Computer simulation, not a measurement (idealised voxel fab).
process module | voxel wiring stack
Pictured: cross-section cut, 170 nm wide, on a grid of 5 nm square cells.
This document writes a cross-section as a grid whose cells are square, and gives it as bands, listed from the top down; one or more rows of cells form a band. It is stipulated that each band's entry specify, in nanometres, the height of the top of the band and then that of its bottom, followed by the materials of the band in left-to-right sequence, each together with its width in nanometres. A single material marked by the word "all across" is understood to fill the band from edge to edge; the word "air" is understood to denote empty space. Counting heights begins at 0, where everything beneath is, in the wafer as received, one material. The lowest band has no bottom; it goes on downwards, as "top 0, no bottom" shows. Note: "30 to 40" means the width goes from the first number (top row of the band) to the second number (bottom row) in equal steps per row of cells. Where the words "stayed the same" appear for a step, the cross-section shows no cell changed by that step; every cell remained as before. "Sealed internal voids" enumerates empty spaces isolated from the top, with no open way to it, that contain at least 8 cells, giving each as width x height at distance from the left edge, all three in nm. Heads up: the bit after the settings on a step's line is the simulator's remark on that step. overlay nm, on a step with a mask: how far to the right of its planned place the mask lay; to the left if negative. Read the rest as pairs. Take the cross-section before one process step, then the cross-section after it, which shows only down to the lowest band that changed. Under the pair, find the step between them and its settings. Bear in mind that pairs may come from different runs of this module on the same starting wafer: link a pair to the pair above it only where its entry headed "Pre-step geometry" says to.

Pre-step geometry
  top 50, bottom 35 | air=50, resist=25, air=15, resist=25, air=55
  top 35, bottom 20 | air=50, Ru=25, air=15, Ru=25, air=55
  top 20, bottom 5 | SiO2 all across
  top 5, bottom 0 | TiN all across
  top 0, no bottom | Si all across
  Sealed internal voids: none

Step Result
  top 35, bottom 20 | air=50, Ru=25, air=15, Ru=25, air=55
  Below 20, no change.
  Sealed internal voids: none
In between the before and after cross-sections above, the step is STRIP,etch materials resist

Pre-step geometry: unchanged from the after cross-section in the pair immediately above; refer to that figure.

Step Result
  top 40, bottom 35 | air=45, SiCN=35, air=5, SiCN=35, air=50
  top 35, bottom 25 | air=45, SiCN=5, Ru=25, SiCN=5, air=5, SiCN=5, Ru=25, SiCN=5, air=50
  top 25, bottom 20 | SiCN=50, Ru=25, SiCN=15, Ru=25, SiCN=55
  Below 20, no change.
  Sealed internal voids: none
In between the before and after cross-sections above, the step is CONFORMAL_DEP,material SiCN,thk nm 5

Pre-step geometry: unchanged from the after cross-section in the pair immediately above; refer to that figure.

Step Result
  top 50, bottom 40 | lowk all across
  top 40, bottom 35 | lowk=45, SiCN=35, lowk=5, SiCN=35, lowk=50
  top 35, bottom 25 | lowk=45, SiCN=5, Ru=25, SiCN=5, lowk=5, SiCN=5, Ru=25, SiCN=5, lowk=50
  Below 25, no change.
  Sealed internal voids: none
In between the before and after cross-sections above, the step is FILL_DEP,material lowk,thk nm 10

Pre-step geometry: unchanged from the after cross-section in the pair immediately above; refer to that figure.

Step Result
  top 35, bottom 25 | lowk=45, SiCN=5, Ru=25, SiCN=5, lowk=5, SiCN=5, Ru=25, SiCN=5, lowk=50
  Below 25, no change.
  Sealed internal voids: none
In between the before and after cross-sections above, the step is CMP,height nm 35

Pre-step geometry: unchanged from the after cross-section in the pair immediately above; refer to that figure.

Step Result
  top 40, bottom 35 | SiCN all across
  Below 35, no change.
  Sealed internal voids: none
In between the before and after cross-sections above, the step is CONFORMAL_DEP,material SiCN,thk nm 5

Pre-step geometry: unchanged from the after cross-section in the pair immediately above; refer to that figure.

Step Result
  top 50, bottom 40 | lowk all across
  Below 40, no change.
  Sealed internal voids: none
In between the before and after cross-sections above, the step is DIRECTIONAL_DEP,material lowk,thk nm 10

Pre-step geometry: unchanged from the after cross-section in the pair immediately above; refer to that figure.

Step Result
  top 70, bottom 50 | resist=50, air=15, resist=105
  Below 50, no change.
  Sealed internal voids: none
In between the before and after cross-sections above, the step is PATTERN,tone open,mask id PLUG_1,material resist,width nm 15,thk nm 20,overlay nm 0

Pre-step geometry: unchanged from the after cross-section in the pair immediately above; refer to that figure.

Step Result
  top 70, bottom 50 | resist=50, air=15, resist=105
  top 50, bottom 40 | lowk=50, air=15, lowk=105
  Below 40, no change.
  Sealed internal voids: none
In between the before and after cross-sections above, the step is DIRECTIONAL_ETCH,etch materials lowk,depth nm 10

Pre-step geometry: unchanged from the after cross-section in the pair immediately above; refer to that figure.

Step Result
  top 70, bottom 50 | resist=50, air=15, resist=105
  top 50, bottom 40 | lowk=50, air=15, lowk=105
  top 40, bottom 35 | SiCN=50, air=15, SiCN=105
  Below 35, no change.
  Sealed internal voids: none
In between the before and after cross-sections above, the step is DIRECTIONAL_ETCH,etch materials SiCN,depth nm 5

Pre-step geometry: unchanged from the after cross-section in the pair immediately above; refer to that figure.

Step Result
  top 50, bottom 40 | lowk=50, air=15, lowk=105
  Below 40, no change.
  Sealed internal voids: none
In between the before and after cross-sections above, the step is STRIP,etch materials resist

Pre-step geometry: unchanged from the after cross-section in the pair immediately above; refer to that figure.

Step Result
  top 55, bottom 50 | TiN=55, air=5, TiN=110
  top 50, bottom 40 | lowk=50, TiN=5, air=5, TiN=5, lowk=105
  top 40, bottom 35 | SiCN=50, TiN=15, SiCN=105
  Below 35, no change.
  Sealed internal voids: none
In between the before and after cross-sections above, the step is CONFORMAL_DEP,material TiN,thk nm 5

Pre-step geometry: unchanged from the after cross-section in the pair immediately above; refer to that figure.

Step Result
  top 65, bottom 55 | W all across
  top 55, bottom 50 | TiN=55, W=5, TiN=110
  top 50, bottom 40 | lowk=50, TiN=5, W=5, TiN=5, lowk=105
  Below 40, no change.
  Sealed internal voids: none
In between the before and after cross-sections above, the step is FILL_DEP,material W,thk nm 10

Pre-step geometry: unchanged from the after cross-section in the pair immediately above; refer to that figure.

Step Result
  top 50, bottom 40 | lowk=50, TiN=5, W=5, TiN=5, lowk=105
  Below 40, no change.
  Sealed internal voids: none
In between the before and after cross-sections above, the step is CMP,height nm 50

Pre-step geometry: unchanged from the after cross-section in the pair immediately above; refer to that figure.

Step Result
  top 55, bottom 50 | TiN all across
  Below 50, no change.
  Sealed internal voids: none
In between the before and after cross-sections above, the step is DIRECTIONAL_DEP,material TiN,thk nm 5

Pre-step geometry: unchanged from the after cross-section in the pair immediately above; refer to that figure.

Step Result
  top 80, bottom 55 | Ru all across
  Below 55, no change.
  Sealed internal voids: none
In between the before and after cross-sections above, the step is DIRECTIONAL_DEP,material Ru,thk nm 25

Pre-step geometry: unchanged from the after cross-section in the pair immediately above; refer to that figure.

Step Result
  top 95, bottom 80 | aC all across
  Below 80, no change.
  Sealed internal voids: none
In between the before and after cross-sections above, the step is DIRECTIONAL_DEP,material aC,thk nm 15

Pre-step geometry: unchanged from the after cross-section in the pair immediately above; refer to that figure.

Step Result
  top 125, bottom 95 | air=50, resist=25, air=15, resist=25, air=55
  Below 95, no change.
  Sealed internal voids: none
In between the before and after cross-sections above, the step is PATTERN,tone cover,mask id METAL_2,material resist,width nm 25,pitch nm 40,thk nm 30,overlay nm 0

Pre-step geometry: unchanged from the after cross-section in the pair immediately above; refer to that figure.

Step Result
  top 110, bottom 95 | air=50, resist=25, air=15, resist=25, air=55
  top 95, bottom 80 | air=50, aC=25, air=15, aC=25, air=55
  Below 80, no change.
  Sealed internal voids: none
In between the before and after cross-sections above, the step is DIRECTIONAL_ETCH,etch materials aC,depth nm 15

Pre-step geometry: unchanged from the after cross-section in the pair immediately above; refer to that figure.

Step Result
  top 95, bottom 80 | air=50, aC=25, air=15, aC=25, air=55
  Below 80, no change.
  Sealed internal voids: none
In between the before and after cross-sections above, the step is STRIP,etch materials resist

Pre-step geometry: unchanged from the after cross-section in the pair immediately above; refer to that figure.

Step Result
  top 95, bottom 80 | air=50, aC=25, air=15, aC=25, air=55
  top 80, bottom 55 | air=50, Ru=25, air=15, Ru=25, air=55
  Below 55, no change.
  Sealed internal voids: none
In between the before and after cross-sections above, the step is DIRECTIONAL_ETCH,etch materials Ru,depth nm 25

Pre-step geometry: unchanged from the after cross-section in the pair immediately above; refer to that figure.

Step Result
  top 95, bottom 80 | air=50, aC=25, air=15, aC=25, air=55
  top 80, bottom 55 | air=50, Ru=25, air=15, Ru=25, air=55
  top 55, bottom 50 | air=50, TiN=25, air=15, TiN=25, air=55
  Below 50, no change.
  Sealed internal voids: none
In between the before and after cross-sections above, the step is DIRECTIONAL_ETCH,etch materials TiN,depth nm 5

Pre-step geometry: unchanged from the after cross-section in the pair immediately above; refer to that figure.

Step Result
  top 80, bottom 55 | air=50, Ru=25, air=15, Ru=25, air=55
  Below 55, no change.
  Sealed internal voids: none
In between the before and after cross-sections above, the step is STRIP,etch materials aC

Pre-step geometry: unchanged from the after cross-section in the pair immediately above; refer to that figure.

Step Result
  top 85, bottom 80 | lowk all across
  top 80, bottom 55 | lowk=50, Ru=25, lowk=15, Ru=25, lowk=55
  top 55, bottom 50 | lowk=50, TiN=25, lowk=15, TiN=25, lowk=55
  Below 50, no change.
  Sealed internal voids: none
In between the before and after cross-sections above, the step is FILL_DEP,material lowk,thk nm 5

Pre-step geometry: unchanged from the after cross-section in the pair immediately above; refer to that figure.

Step Result
  top 80, bottom 55 | lowk=50, Ru=25, lowk=15, Ru=25, lowk=55
  Below 55, no change.
  Sealed internal voids: none
In between the before and after cross-sections above, the step is CMP,height nm 80

Pre-step geometry: unchanged from the after cross-section in the pair immediately above; refer to that figure.

Step Result
  top 85, bottom 80 | SiCN all across
  Below 80, no change.
  Sealed internal voids: none
In between the before and after cross-sections above, the step is CONFORMAL_DEP,material SiCN,thk nm 5

Pre-step geometry: unchanged from the after cross-section in the pair immediately above; refer to that figure.

Step Result
  top 110, bottom 85 | SiO2 all across
  Below 85, no change.
  Sealed internal voids: none
In between the before and after cross-sections above, the step is DIRECTIONAL_DEP,material SiO2,thk nm 25

Pre-step geometry: unchanged from the after cross-section in the pair immediately above; refer to that figure.

Step Result
  top 125, bottom 110 | resist=50, air=15, resist=105
  Below 110, no change.
  Sealed internal voids: none
In between the before and after cross-sections above, the step is PATTERN,tone open,mask id METAL_3_HOLES,material resist,width nm 15,thk nm 15,overlay nm 0

Pre-step geometry: unchanged from the after cross-section in the pair immediately above; refer to that figure.

Step Result
  top 125, bottom 110 | resist=50, air=15, resist=105
  top 110, bottom 85 | SiO2=50, air=15, SiO2=105
  Below 85, no change.
  Sealed internal voids: none
In between the before and after cross-sections above, the step is DIRECTIONAL_ETCH,etch materials SiO2,depth nm 25

Pre-step geometry: unchanged from the after cross-section in the pair immediately above; refer to that figure.

Step Result
  top 110, bottom 85 | SiO2=50, air=15, SiO2=105
  Below 85, no change.
  Sealed internal voids: none
In between the before and after cross-sections above, the step is STRIP,etch materials resist

Pre-step geometry: unchanged from the after cross-section in the pair immediately above; refer to that figure.

Step Result
  top 125, bottom 110 | resist=50, air=25, resist=15, air=25, resist=55
  Below 110, no change.
  Sealed internal voids: none
In between the before and after cross-sections above, the step is PATTERN,tone open,mask id METAL_3,material resist,width nm 25,pitch nm 40,thk nm 15,overlay nm 0

Pre-step geometry: unchanged from the after cross-section in the pair immediately above; refer to that figure.

Step Result
  top 125, bottom 110 | resist=50, air=25, resist=15, air=25, resist=55
  top 110, bottom 95 | SiO2=50, air=25, SiO2=15, air=25, SiO2=55
  Below 95, no change.
  Sealed internal voids: none
In between the before and after cross-sections above, the step is DIRECTIONAL_ETCH,etch materials SiO2,depth nm 15

Pre-step geometry: unchanged from the after cross-section in the pair immediately above; refer to that figure.

Step Result
  top 125, bottom 110 | resist=50, air=25, resist=15, air=25, resist=55
  top 110, bottom 95 | SiO2=50, air=25, SiO2=15, air=25, SiO2=55
  top 95, bottom 85 | SiO2=50, air=15, SiO2=105
  top 85, bottom 80 | SiCN=50, air=15, SiCN=105
  Below 80, no change.
  Sealed internal voids: none
In between the before and after cross-sections above, the step is DIRECTIONAL_ETCH,etch materials SiCN,depth nm 5

Pre-step geometry: unchanged from the after cross-section in the pair immediately above; refer to that figure.

Step Result
  top 110, bottom 95 | SiO2=50, air=25, SiO2=15, air=25, SiO2=55
  Below 95, no change.
  Sealed internal voids: none
In between the before and after cross-sections above, the step is STRIP,etch materials resist

Pre-step geometry: unchanged from the after cross-section in the pair immediately above; refer to that figure.

Step Result
  top 115, bottom 110 | TiN=55, air=15, TiN=25, air=15, TiN=60
  top 110, bottom 100 | SiO2=50, TiN=5, air=15, TiN=5, SiO2=15, TiN=5, air=15, TiN=5, SiO2=55
  top 100, bottom 95 | SiO2=50, TiN=5, air=5, TiN=15, SiO2=15, TiN=25, SiO2=55
  top 95, bottom 85 | SiO2=50, TiN=5, air=5, TiN=5, SiO2=105
  top 85, bottom 80 | SiCN=50, TiN=15, SiCN=105
  Below 80, no change.
  Sealed internal voids: none
In between the before and after cross-sections above, the step is CONFORMAL_DEP,material TiN,thk nm 5

Pre-step geometry: unchanged from the after cross-section in the pair immediately above; refer to that figure.

Step Result
  top 125, bottom 115 | Cu all across
  top 115, bottom 110 | TiN=55, Cu=15, TiN=25, Cu=15, TiN=60
  top 110, bottom 100 | SiO2=50, TiN=5, Cu=15, TiN=5, SiO2=15, TiN=5, Cu=15, TiN=5, SiO2=55
  top 100, bottom 95 | SiO2=50, TiN=5, Cu=5, TiN=15, SiO2=15, TiN=25, SiO2=55
  top 95, bottom 85 | SiO2=50, TiN=5, Cu=5, TiN=5, SiO2=105
  Below 85, no change.
  Sealed internal voids: none
In between the before and after cross-sections above, the step is FILL_DEP,material Cu,thk nm 10

Pre-step geometry: unchanged from the after cross-section in the pair immediately above; refer to that figure.

Step Result
  top 110, bottom 100 | SiO2=50, TiN=5, Cu=15, TiN=5, SiO2=15, TiN=5, Cu=15, TiN=5, SiO2=55
  Below 100, no change.
  Sealed internal voids: none
In between the before and after cross-sections above, the step is CMP,height nm 110

Pre-step geometry: unchanged from the after cross-section in the pair immediately above; refer to that figure.

Step Result
  top 115, bottom 110 | SiN all across
  Below 110, no change.
  Sealed internal voids: none
In between the before and after cross-sections above, the step is CONFORMAL_DEP,material SiN,thk nm 5

Pre-step geometry
  top 20, bottom 15 | TiN all across
  top 15, bottom 0 | SiO2 all across
  top 0, no bottom | Si all across
  Sealed internal voids: none

Step Result
  top 30, bottom 20 | Ru all across
  Below 20, no change.
  Sealed internal voids: none
In between the before and after cross-sections above, the step is DIRECTIONAL_DEP,material Ru,thk nm 10

Pre-step geometry: unchanged from the after cross-section in the pair immediately above; refer to that figure.

Step Result
  top 45, bottom 30 | air=50, resist=25, air=15, resist=25, air=55
  Below 30, no change.
  Sealed internal voids: none
In between the before and after cross-sections above, the step is PATTERN,tone cover,mask id METAL_1,material resist,width nm 25,pitch nm 40,thk nm 15,overlay nm 0

Pre-step geometry: unchanged from the after cross-section in the pair immediately above; refer to that figure.

Step Result
  top 45, bottom 30 | air=50, resist=25, air=15, resist=25, air=55
  top 30, bottom 20 | air=50, Ru=25, air=15, Ru=25, air=55
  Below 20, no change.
  Sealed internal voids: none
In between the before and after cross-sections above, the step is DIRECTIONAL_ETCH,etch materials Ru,depth nm 15

Pre-step geometry: unchanged from the after cross-section in the pair immediately above; refer to that figure.

Step Result
  top 45, bottom 30 | air=50, resist=25, air=15, resist=25, air=55
  top 30, bottom 20 | air=50, Ru=25, air=15, Ru=25, air=55
  top 20, bottom 15 | air=50, TiN=25, air=15, TiN=25, air=55
  Below 15, no change.
  Sealed internal voids: none
In between the before and after cross-sections above, the step is DIRECTIONAL_ETCH,etch materials TiN,depth nm 5

Pre-step geometry: unchanged from the after cross-section in the pair immediately above; refer to that figure.

Step Result
  top 30, bottom 20 | air=50, Ru=25, air=15, Ru=25, air=55
  Below 20, no change.
  Sealed internal voids: none
In between the before and after cross-sections above, the step is STRIP,etch materials resist

Pre-step geometry: unchanged from the after cross-section in the pair immediately above; refer to that figure.

Step Result
  top 35, bottom 30 | air=45, SiCN=35, air=5, SiCN=35, air=50
  top 30, bottom 20 | air=45, SiCN=5, Ru=25, SiCN=5, air=5, SiCN=5, Ru=25, SiCN=5, air=50
  top 20, bottom 15 | SiCN=50, TiN=25, SiCN=15, TiN=25, SiCN=55
  Below 15, no change.
  Sealed internal voids: none
In between the before and after cross-sections above, the step is CONFORMAL_DEP,material SiCN,thk nm 5

Pre-step geometry: unchanged from the after cross-section in the pair immediately above; refer to that figure.

Step Result
  top 45, bottom 35 | lowk all across
  top 35, bottom 30 | lowk=45, SiCN=35, lowk=5, SiCN=35, lowk=50
  top 30, bottom 20 | lowk=45, SiCN=5, Ru=25, SiCN=5, lowk=5, SiCN=5, Ru=25, SiCN=5, lowk=50
  Below 20, no change.
  Sealed internal voids: none
In between the before and after cross-sections above, the step is FILL_DEP,material lowk,thk nm 10

Pre-step geometry: unchanged from the after cross-section in the pair immediately above; refer to that figure.

Step Result
  top 35, bottom 30 | lowk=45, SiCN=35, lowk=5, SiCN=35, lowk=50
  Below 30, no change.
  Sealed internal voids: none
In between the before and after cross-sections above, the step is CMP,height nm 35

Pre-step geometry: unchanged from the after cross-section in the pair immediately above; refer to that figure.

Step Result
  top 40, bottom 35 | SiCN all across
  Below 35, no change.
  Sealed internal voids: none
In between the before and after cross-sections above, the step is CONFORMAL_DEP,material SiCN,thk nm 5

Pre-step geometry: unchanged from the after cross-section in the pair immediately above; refer to that figure.

Step Result
  top 50, bottom 40 | lowk all across
  Below 40, no change.
  Sealed internal voids: none
In between the before and after cross-sections above, the step is DIRECTIONAL_DEP,material lowk,thk nm 10

Pre-step geometry: unchanged from the after cross-section in the pair immediately above; refer to that figure.

Step Result
  top 70, bottom 50 | resist=50, air=15, resist=105
  Below 50, no change.
  Sealed internal voids: none
In between the before and after cross-sections above, the step is PATTERN,tone open,mask id PLUG_1,material resist,width nm 15,thk nm 20,overlay nm 0

Pre-step geometry: unchanged from the after cross-section in the pair immediately above; refer to that figure.

Step Result
  top 70, bottom 50 | resist=50, air=15, resist=105
  top 50, bottom 40 | lowk=50, air=15, lowk=105
  Below 40, no change.
  Sealed internal voids: none
In between the before and after cross-sections above, the step is DIRECTIONAL_ETCH,etch materials lowk,depth nm 10

Pre-step geometry: unchanged from the after cross-section in the pair immediately above; refer to that figure.

Step Result
  top 70, bottom 50 | resist=50, air=15, resist=105
  top 50, bottom 40 | lowk=50, air=15, lowk=105
  top 40, bottom 35 | SiCN=50, air=15, SiCN=105
  Below 35, no change.
  Sealed internal voids: none
In between the before and after cross-sections above, the step is DIRECTIONAL_ETCH,etch materials SiCN,depth nm 5

Pre-step geometry: unchanged from the after cross-section in the pair immediately above; refer to that figure.

Step Result
  top 50, bottom 40 | lowk=50, air=15, lowk=105
  Below 40, no change.
  Sealed internal voids: none
In between the before and after cross-sections above, the step is STRIP,etch materials resist

Pre-step geometry: unchanged from the after cross-section in the pair immediately above; refer to that figure.

Step Result
  top 55, bottom 50 | TiN=55, air=5, TiN=110
  top 50, bottom 40 | lowk=50, TiN=5, air=5, TiN=5, lowk=105
  top 40, bottom 35 | SiCN=50, TiN=15, SiCN=105
  Below 35, no change.
  Sealed internal voids: none
In between the before and after cross-sections above, the step is CONFORMAL_DEP,material TiN,thk nm 5

Pre-step geometry: unchanged from the after cross-section in the pair immediately above; refer to that figure.

Step Result
  top 65, bottom 55 | W all across
  top 55, bottom 50 | TiN=55, W=5, TiN=110
  top 50, bottom 40 | lowk=50, TiN=5, W=5, TiN=5, lowk=105
  Below 40, no change.
  Sealed internal voids: none
In between the before and after cross-sections above, the step is FILL_DEP,material W,thk nm 10

Pre-step geometry: unchanged from the after cross-section in the pair immediately above; refer to that figure.

Step Result
  top 50, bottom 40 | lowk=50, TiN=5, W=5, TiN=5, lowk=105
  Below 40, no change.
  Sealed internal voids: none
In between the before and after cross-sections above, the step is CMP,height nm 50

Pre-step geometry: unchanged from the after cross-section in the pair immediately above; refer to that figure.

Step Result
  top 55, bottom 50 | TiN all across
  Below 50, no change.
  Sealed internal voids: none
In between the before and after cross-sections above, the step is DIRECTIONAL_DEP,material TiN,thk nm 5

Pre-step geometry: unchanged from the after cross-section in the pair immediately above; refer to that figure.

Step Result
  top 80, bottom 55 | Ru all across
  Below 55, no change.
  Sealed internal voids: none
In between the before and after cross-sections above, the step is DIRECTIONAL_DEP,material Ru,thk nm 25

Pre-step geometry: unchanged from the after cross-section in the pair immediately above; refer to that figure.

Step Result
  top 95, bottom 80 | aC all across
  Below 80, no change.
  Sealed internal voids: none
In between the before and after cross-sections above, the step is DIRECTIONAL_DEP,material aC,thk nm 15

Pre-step geometry: unchanged from the after cross-section in the pair immediately above; refer to that figure.

Step Result
  top 125, bottom 95 | air=50, resist=25, air=15, resist=25, air=55
  Below 95, no change.
  Sealed internal voids: none
In between the before and after cross-sections above, the step is PATTERN,tone cover,mask id METAL_2,material resist,width nm 25,pitch nm 40,thk nm 30,overlay nm 0

Pre-step geometry: unchanged from the after cross-section in the pair immediately above; refer to that figure.

Step Result
  top 110, bottom 95 | air=50, resist=25, air=15, resist=25, air=55
  top 95, bottom 80 | air=50, aC=25, air=15, aC=25, air=55
  Below 80, no change.
  Sealed internal voids: none
In between the before and after cross-sections above, the step is DIRECTIONAL_ETCH,etch materials aC,depth nm 15

Pre-step geometry: unchanged from the after cross-section in the pair immediately above; refer to that figure.

Step Result
  top 95, bottom 80 | air=50, aC=25, air=15, aC=25, air=55
  Below 80, no change.
  Sealed internal voids: none
In between the before and after cross-sections above, the step is STRIP,etch materials resist

Pre-step geometry: unchanged from the after cross-section in the pair immediately above; refer to that figure.

Step Result
  top 95, bottom 80 | air=50, aC=25, air=15, aC=25, air=55
  top 80, bottom 55 | air=50, Ru=25, air=15, Ru=25, air=55
  Below 55, no change.
  Sealed internal voids: none
In between the before and after cross-sections above, the step is DIRECTIONAL_ETCH,etch materials Ru,depth nm 25

Pre-step geometry: unchanged from the after cross-section in the pair immediately above; refer to that figure.

Step Result
  top 95, bottom 80 | air=50, aC=25, air=15, aC=25, air=55
  top 80, bottom 55 | air=50, Ru=25, air=15, Ru=25, air=55
  top 55, bottom 50 | air=50, TiN=25, air=15, TiN=25, air=55
  Below 50, no change.
  Sealed internal voids: none
In between the before and after cross-sections above, the step is DIRECTIONAL_ETCH,etch materials TiN,depth nm 5

Pre-step geometry: unchanged from the after cross-section in the pair immediately above; refer to that figure.

Step Result
  top 80, bottom 55 | air=50, Ru=25, air=15, Ru=25, air=55
  Below 55, no change.
  Sealed internal voids: none
In between the before and after cross-sections above, the step is STRIP,etch materials aC

Pre-step geometry: unchanged from the after cross-section in the pair immediately above; refer to that figure.

Step Result
  top 85, bottom 80 | lowk all across
  top 80, bottom 55 | lowk=50, Ru=25, lowk=15, Ru=25, lowk=55
  top 55, bottom 50 | lowk=50, TiN=25, lowk=15, TiN=25, lowk=55
  Below 50, no change.
  Sealed internal voids: none
In between the before and after cross-sections above, the step is FILL_DEP,material lowk,thk nm 5

Pre-step geometry: unchanged from the after cross-section in the pair immediately above; refer to that figure.

Step Result
  top 80, bottom 55 | lowk=50, Ru=25, lowk=15, Ru=25, lowk=55
  Below 55, no change.
  Sealed internal voids: none
In between the before and after cross-sections above, the step is CMP,height nm 80

Pre-step geometry: unchanged from the after cross-section in the pair immediately above; refer to that figure.

Step Result
  top 85, bottom 80 | SiCN all across
  Below 80, no change.
  Sealed internal voids: none
In between the before and after cross-sections above, the step is CONFORMAL_DEP,material SiCN,thk nm 5

Pre-step geometry: unchanged from the after cross-section in the pair immediately above; refer to that figure.

Step Result
  top 110, bottom 85 | SiO2 all across
  Below 85, no change.
  Sealed internal voids: none
In between the before and after cross-sections above, the step is DIRECTIONAL_DEP,material SiO2,thk nm 25

Pre-step geometry: unchanged from the after cross-section in the pair immediately above; refer to that figure.

Step Result
  top 125, bottom 110 | resist=50, air=15, resist=105
  Below 110, no change.
  Sealed internal voids: none
In between the before and after cross-sections above, the step is PATTERN,tone open,mask id METAL_3_HOLES,material resist,width nm 15,thk nm 15,overlay nm 0

Pre-step geometry: unchanged from the after cross-section in the pair immediately above; refer to that figure.

Step Result
  top 125, bottom 110 | resist=50, air=15, resist=105
  top 110, bottom 85 | SiO2=50, air=15, SiO2=105
  Below 85, no change.
  Sealed internal voids: none
In between the before and after cross-sections above, the step is DIRECTIONAL_ETCH,etch materials SiO2,depth nm 25

Pre-step geometry: unchanged from the after cross-section in the pair immediately above; refer to that figure.

Step Result
  top 110, bottom 85 | SiO2=50, air=15, SiO2=105
  Below 85, no change.
  Sealed internal voids: none
In between the before and after cross-sections above, the step is STRIP,etch materials resist

Pre-step geometry: unchanged from the after cross-section in the pair immediately above; refer to that figure.

Step Result
  top 125, bottom 110 | resist=50, air=25, resist=15, air=25, resist=55
  Below 110, no change.
  Sealed internal voids: none
In between the before and after cross-sections above, the step is PATTERN,tone open,mask id METAL_3,material resist,width nm 25,pitch nm 40,thk nm 15,overlay nm 0

Pre-step geometry: unchanged from the after cross-section in the pair immediately above; refer to that figure.

Step Result
  top 125, bottom 110 | resist=50, air=25, resist=15, air=25, resist=55
  top 110, bottom 95 | SiO2=50, air=25, SiO2=15, air=25, SiO2=55
  Below 95, no change.
  Sealed internal voids: none
In between the before and after cross-sections above, the step is DIRECTIONAL_ETCH,etch materials SiO2,depth nm 15

Pre-step geometry: unchanged from the after cross-section in the pair immediately above; refer to that figure.

Step Result
  top 125, bottom 110 | resist=50, air=25, resist=15, air=25, resist=55
  top 110, bottom 95 | SiO2=50, air=25, SiO2=15, air=25, SiO2=55
  top 95, bottom 85 | SiO2=50, air=15, SiO2=105
  top 85, bottom 80 | SiCN=50, air=15, SiCN=105
  Below 80, no change.
  Sealed internal voids: none
In between the before and after cross-sections above, the step is DIRECTIONAL_ETCH,etch materials SiCN,depth nm 5

Pre-step geometry: unchanged from the after cross-section in the pair immediately above; refer to that figure.

Step Result
  top 110, bottom 95 | SiO2=50, air=25, SiO2=15, air=25, SiO2=55
  Below 95, no change.
  Sealed internal voids: none
In between the before and after cross-sections above, the step is STRIP,etch materials resist

Pre-step geometry: unchanged from the after cross-section in the pair immediately above; refer to that figure.

Step Result
  top 115, bottom 110 | TiN=55, air=15, TiN=25, air=15, TiN=60
  top 110, bottom 100 | SiO2=50, TiN=5, air=15, TiN=5, SiO2=15, TiN=5, air=15, TiN=5, SiO2=55
  top 100, bottom 95 | SiO2=50, TiN=5, air=5, TiN=15, SiO2=15, TiN=25, SiO2=55
  top 95, bottom 85 | SiO2=50, TiN=5, air=5, TiN=5, SiO2=105
  top 85, bottom 80 | SiCN=50, TiN=15, SiCN=105
  Below 80, no change.
  Sealed internal voids: none
In between the before and after cross-sections above, the step is CONFORMAL_DEP,material TiN,thk nm 5

Pre-step geometry: unchanged from the after cross-section in the pair immediately above; refer to that figure.

Step Result
  top 125, bottom 115 | Cu all across
  top 115, bottom 110 | TiN=55, Cu=15, TiN=25, Cu=15, TiN=60
  top 110, bottom 100 | SiO2=50, TiN=5, Cu=15, TiN=5, SiO2=15, TiN=5, Cu=15, TiN=5, SiO2=55
  top 100, bottom 95 | SiO2=50, TiN=5, Cu=5, TiN=15, SiO2=15, TiN=25, SiO2=55
  top 95, bottom 85 | SiO2=50, TiN=5, Cu=5, TiN=5, SiO2=105
  Below 85, no change.
  Sealed internal voids: none
In between the before and after cross-sections above, the step is FILL_DEP,material Cu,thk nm 10

Pre-step geometry: unchanged from the after cross-section in the pair immediately above; refer to that figure.

Step Result
  top 110, bottom 100 | SiO2=50, TiN=5, Cu=15, TiN=5, SiO2=15, TiN=5, Cu=15, TiN=5, SiO2=55
  Below 100, no change.
  Sealed internal voids: none
In between the before and after cross-sections above, the step is CMP,height nm 110

Pre-step geometry: unchanged from the after cross-section in the pair immediately above; refer to that figure.

Step Result
  top 115, bottom 110 | SiN all across
  Below 110, no change.
  Sealed internal voids: none
In between the before and after cross-sections above, the step is CONFORMAL_DEP,material SiN,thk nm 5

Pre-step geometry
  top 95, bottom 80 | aC all across
  top 80, bottom 55 | Ru all across
  top 55, bottom 50 | TiN all across
  top 50, bottom 40 | lowk=50, TiN=5, W=5, TiN=5, lowk=105
  top 40, bottom 35 | SiCN=50, TiN=15, SiCN=105
  top 35, bottom 20 | lowk=45, SiCN=5, Ru=25, SiCN=5, lowk=5, SiCN=5, Ru=25, SiCN=5, lowk=50
  top 20, bottom 15 | SiCN=50, TiN=25, SiCN=15, TiN=25, SiCN=55
  top 15, bottom 0 | SiO2 all across
  top 0, no bottom | Si all across
  Sealed internal voids: none

Step Result
  top 125, bottom 95 | air=55, resist=20, air=20, resist=20, air=55
  Below 95, no change.
  Sealed internal voids: none
In between the before and after cross-sections above, the step is PATTERN,tone cover,mask id METAL_2,material resist,width nm 20,pitch nm 40,thk nm 30,overlay nm 0

Pre-step geometry: unchanged from the after cross-section in the pair immediately above; refer to that figure.

Step Result
  top 110, bottom 95 | air=55, resist=20, air=20, resist=20, air=55
  top 95, bottom 80 | air=55, aC=20, air=20, aC=20, air=55
  Below 80, no change.
  Sealed internal voids: none
In between the before and after cross-sections above, the step is DIRECTIONAL_ETCH,etch materials aC,depth nm 15

Pre-step geometry: unchanged from the after cross-section in the pair immediately above; refer to that figure.

Step Result
  top 95, bottom 80 | air=55, aC=20, air=20, aC=20, air=55
  Below 80, no change.
  Sealed internal voids: none
In between the before and after cross-sections above, the step is STRIP,etch materials resist

Pre-step geometry: unchanged from the after cross-section in the pair immediately above; refer to that figure.

Step Result
  top 95, bottom 80 | air=55, aC=20, air=20, aC=20, air=55
  top 80, bottom 55 | air=55, Ru=20, air=20, Ru=20, air=55
  Below 55, no change.
  Sealed internal voids: none
In between the before and after cross-sections above, the step is DIRECTIONAL_ETCH,etch materials Ru,depth nm 25

Pre-step geometry: unchanged from the after cross-section in the pair immediately above; refer to that figure.

Step Result
  top 95, bottom 80 | air=55, aC=20, air=20, aC=20, air=55
  top 80, bottom 55 | air=55, Ru=20, air=20, Ru=20, air=55
  top 55, bottom 50 | air=55, TiN=20, air=20, TiN=20, air=55
  Below 50, no change.
  Sealed internal voids: none
In between the before and after cross-sections above, the step is DIRECTIONAL_ETCH,etch materials TiN,depth nm 5

Pre-step geometry: unchanged from the after cross-section in the pair immediately above; refer to that figure.

Step Result
  top 80, bottom 55 | air=55, Ru=20, air=20, Ru=20, air=55
  Below 55, no change.
  Sealed internal voids: none
In between the before and after cross-sections above, the step is STRIP,etch materials aC
